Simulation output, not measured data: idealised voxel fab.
Process module under the name voxel quadruple lines
In the cross-section labelled cut, the width is 155 nm and each square cell is 5 nm.
In what follows, cross-sections appear as grids of square cells, described through bands that run from the top down, where every band is one or more rows of cells.
In this notation a band is specified by the heights of its top and bottom, in that order and in nm, after which its materials appear from left to right, each paired with its width in nm. The word "edge to edge" attached to a single material means that material fills the band from edge to edge; the word "empty" stands for empty space.
Heights are expressed relative to 0, this being the level below which the as-received wafer comprises one material exclusively. The lowest band is unbounded in the downward direction and is denoted as in "z 0 and below".
The width entry "30->40" should be interpreted row by row: the top row of cells in the band takes the first number, the bottom row takes the second number, and the change between adjacent rows is uniform throughout.
The cross-section has no changed cell in any step marked "no modification".
Voids not open to the top, 8 cells minimum: see "Enclosed void inventory". Written width x height at distance; distance is from the left edge; nm.
If you see something after the settings on a step's line, that's the simulator's own remark about that step.
The "overlay nm" setting may appear on a step's line; for a step that uses a mask, it gives how far to the right of its planned position the mask lay, and a negative value indicates the left.

Planned process steps
1: RECEIVE [material Si]
2: CONFORMAL_DEP [material SiO2] [thk nm 5]
3: DIRECTIONAL_DEP [material W] [thk nm 10]
4: DIRECTIONAL_DEP [material polySi] [thk nm 15]
5: DIRECTIONAL_DEP [material aC] [thk nm 20]
6: PATTERN [tone cover] [mask id MANDREL] [material resist] [width nm 35] [thk nm 30] [overlay nm 0]
7: DIRECTIONAL_ETCH [etch materials aC] [depth nm 20]
8: STRIP [etch materials resist]
9: CONFORMAL_DEP [material SiO2] [thk nm 15]
10: DIRECTIONAL_ETCH [etch materials SiO2] [depth nm 15]
11: STRIP [etch materials aC]
12: DIRECTIONAL_ETCH [etch materials polySi] [depth nm 15]
13: STRIP [etch materials SiO2]
14: CONFORMAL_DEP [material SiCN] [thk nm 10]
15: DIRECTIONAL_ETCH [etch materials SiCN] [depth nm 10]
16: STRIP [etch materials polySi]
17: DIRECTIONAL_ETCH [etch materials W] [depth nm 10]
18: STRIP [etch materials SiCN]

So, the first of our two wafers, run just as we planned it

This is the cross-section of the wafer as we received it, i.e. after step 1
	z 0 and below = Si edge to edge
	Enclosed void inventory: none

You're looking at a cross-section of the wafer after step 2
	z 5 to 0 = SiO2 edge to edge
	No changes below 0.

You're looking at a cross-section of the wafer after step 3
	z 15 to 5 = W edge to edge
	No changes below 5.

You're looking at a cross-section of the wafer after step 4
	z 30 to 15 = polySi edge to edge
	No changes below 15.

You're looking at a cross-section of the wafer after step 5
	z 50 to 30 = aC edge to edge
	No changes below 30.

You're looking at a cross-section of the wafer after step 6
	z 80 to 50 = 60 nm empty  35 nm resist  60 nm empty
	No changes below 50.

You're looking at a cross-section of the wafer after step 7
	z 60 to 50 = 60 nm empty  35 nm resist  60 nm empty
	z 50 to 30 = 60 nm empty  35 nm aC  60 nm empty
	No changes below 30.

You're looking at a cross-section of the wafer after step 8
	z 50 to 30 = 60 nm empty  35 nm aC  60 nm empty
	No changes below 30.

You're looking at a cross-section of the wafer after step 9
	z 65 to 50 = 45 nm empty  65 nm SiO2  45 nm empty
	z 50 to 45 = 45 nm empty  15 nm SiO2  35 nm aC  15 nm SiO2  45 nm empty
	z 45 to 30 = 60 nm SiO2  35 nm aC  60 nm SiO2
	No changes below 30.

You're looking at a cross-section of the wafer after step 10
	z 50 to 30 = 45 nm empty  15 nm SiO2  35 nm aC  15 nm SiO2  45 nm empty
	No changes below 30.

You're looking at a cross-section of the wafer after step 11
	z 50 to 30 = 45 nm empty  15 nm SiO2  35 nm empty  15 nm SiO2  45 nm empty
	No changes below 30.

You're looking at a cross-section of the wafer after step 12
	z 50 to 30 = 45 nm empty  15 nm SiO2  35 nm empty  15 nm SiO2  45 nm empty
	z 30 to 15 = 45 nm empty  15 nm polySi  35 nm empty  15 nm polySi  45 nm empty
	No changes below 15.

You're looking at a cross-section of the wafer after step 13
	z 30 to 15 = 45 nm empty  15 nm polySi  35 nm empty  15 nm polySi  45 nm empty
	No changes below 15.

You're looking at a cross-section of the wafer after step 14
	z 40 to 30 = 35 nm empty  35 nm SiCN  15 nm empty  35 nm SiCN  35 nm empty
	z 30 to 25 = 35 nm empty  10 nm SiCN  15 nm polySi  10 nm SiCN  15 nm empty  10 nm SiCN  15 nm polySi  10 nm SiCN  35 nm empty
	z 25 to 15 = 45 nm SiCN  15 nm polySi  35 nm SiCN  15 nm polySi  45 nm SiCN
	No changes below 15.

You're looking at a cross-section of the wafer after step 15
	z 30 to 15 = 35 nm empty  10 nm SiCN  15 nm polySi  10 nm SiCN  15 nm empty  10 nm SiCN  15 nm polySi  10 nm SiCN  35 nm empty
	No changes below 15.

You're looking at a cross-section of the wafer after step 16
	z 30 to 15 = 35 nm empty  10 nm SiCN  15 nm empty  10 nm SiCN  15 nm empty  10 nm SiCN  15 nm empty  10 nm SiCN  35 nm empty
	No changes below 15.

You're looking at a cross-section of the wafer after step 17
	z 30 to 15 = 35 nm empty  10 nm SiCN  15 nm empty  10 nm SiCN  15 nm empty  10 nm SiCN  15 nm empty  10 nm SiCN  35 nm empty
	z 15 to 5 = 35 nm empty  10 nm W  15 nm empty  10 nm W  15 nm empty  10 nm W  15 nm empty  10 nm W  35 nm empty
	No changes below 5.

You're looking at a cross-section of the wafer after step 18
	z 15 to 5 = 35 nm empty  10 nm W  15 nm empty  10 nm W  15 nm empty  10 nm W  15 nm empty  10 nm W  35 nm empty
	No changes below 5.

Companion wafer, the second of two: same beginning, same intended sequence, one mistake in carrying it out; through step 1 inclusive it tracks the first exactly

Look at the second wafer in cross-section at the time step 2 ought to have finished: no modification

Look at the second wafer in cross-section at the time step 3 ought to have finished
	z 10 to 0 = W edge to edge
	No changes below 0.

Look at the second wafer in cross-section at the time step 4 ought to have finished
	z 25 to 10 = polySi edge to edge
	No changes below 10.

Look at the second wafer in cross-section at the time step 5 ought to have finished
	z 45 to 25 = aC edge to edge
	No changes below 25.

Look at the second wafer in cross-section at the time step 6 ought to have finished
	z 75 to 45 = 60 nm empty  35 nm resist  60 nm empty
	No changes below 45.

Look at the second wafer in cross-section at the time step 7 ought to have finished
	z 55 to 45 = 60 nm empty  35 nm resist  60 nm empty
	z 45 to 25 = 60 nm empty  35 nm aC  60 nm empty
	No changes below 25.

Look at the second wafer in cross-section at the time step 8 ought to have finished
	z 45 to 25 = 60 nm empty  35 nm aC  60 nm empty
	No changes below 25.

Look at the second wafer in cross-section at the time step 9 ought to have finished
	z 60 to 45 = 45 nm empty  65 nm SiO2  45 nm empty
	z 45 to 40 = 45 nm empty  15 nm SiO2  35 nm aC  15 nm SiO2  45 nm empty
	z 40 to 25 = 60 nm SiO2  35 nm aC  60 nm SiO2
	No changes below 25.

Look at the second wafer in cross-section at the time step 10 ought to have finished
	z 45 to 25 = 45 nm empty  15 nm SiO2  35 nm aC  15 nm SiO2  45 nm empty
	No changes below 25.

Look at the second wafer in cross-section at the time step 11 ought to have finished
	z 45 to 25 = 45 nm empty  15 nm SiO2  35 nm empty  15 nm SiO2  45 nm empty
	No changes below 25.

Look at the second wafer in cross-section at the time step 12 ought to have finished
	z 45 to 25 = 45 nm empty  15 nm SiO2  35 nm empty  15 nm SiO2  45 nm empty
	z 25 to 10 = 45 nm empty  15 nm polySi  35 nm empty  15 nm polySi  45 nm empty
	No changes below 10.

Look at the second wafer in cross-section at the time step 13 ought to have finished
	z 25 to 10 = 45 nm empty  15 nm polySi  35 nm empty  15 nm polySi  45 nm empty
	No changes below 10.

Look at the second wafer in cross-section at the time step 14 ought to have finished
	z 35 to 25 = 35 nm empty  35 nm SiCN  15 nm empty  35 nm SiCN  35 nm empty
	z 25 to 20 = 35 nm empty  10 nm SiCN  15 nm polySi  10 nm SiCN  15 nm empty  10 nm SiCN  15 nm polySi  10 nm SiCN  35 nm empty
	z 20 to 10 = 45 nm SiCN  15 nm polySi  35 nm SiCN  15 nm polySi  45 nm SiCN
	No changes below 10.

Look at the second wafer in cross-section at the time step 15 ought to have finished
	z 25 to 10 = 35 nm empty  10 nm SiCN  15 nm polySi  10 nm SiCN  15 nm empty  10 nm SiCN  15 nm polySi  10 nm SiCN  35 nm empty
	No changes below 10.

Look at the second wafer in cross-section at the time step 16 ought to have finished
	z 25 to 10 = 35 nm empty  10 nm SiCN  15 nm empty  10 nm SiCN  15 nm empty  10 nm SiCN  15 nm empty  10 nm SiCN  35 nm empty
	No changes below 10.

Look at the second wafer in cross-section at the time step 17 ought to have finished
	z 25 to 10 = 35 nm empty  10 nm SiCN  15 nm empty  10 nm SiCN  15 nm empty  10 nm SiCN  15 nm empty  10 nm SiCN  35 nm empty
	z 10 to 0 = 35 nm empty  10 nm W  15 nm empty  10 nm W  15 nm empty  10 nm W  15 nm empty  10 nm W  35 nm empty
	No changes below 0.

Look at the second wafer in cross-section at the time step 18 ought to have finished
	z 10 to 0 = 35 nm empty  10 nm W  15 nm empty  10 nm W  15 nm empty  10 nm W  15 nm empty  10 nm W  35 nm empty
	No changes below 0.
What was done differently from what was planned? step 2 from the plan never happened, it was just skipped
Final comparison by cell count, materials where the second wafer has more or fewer than the first: -31 SiO2
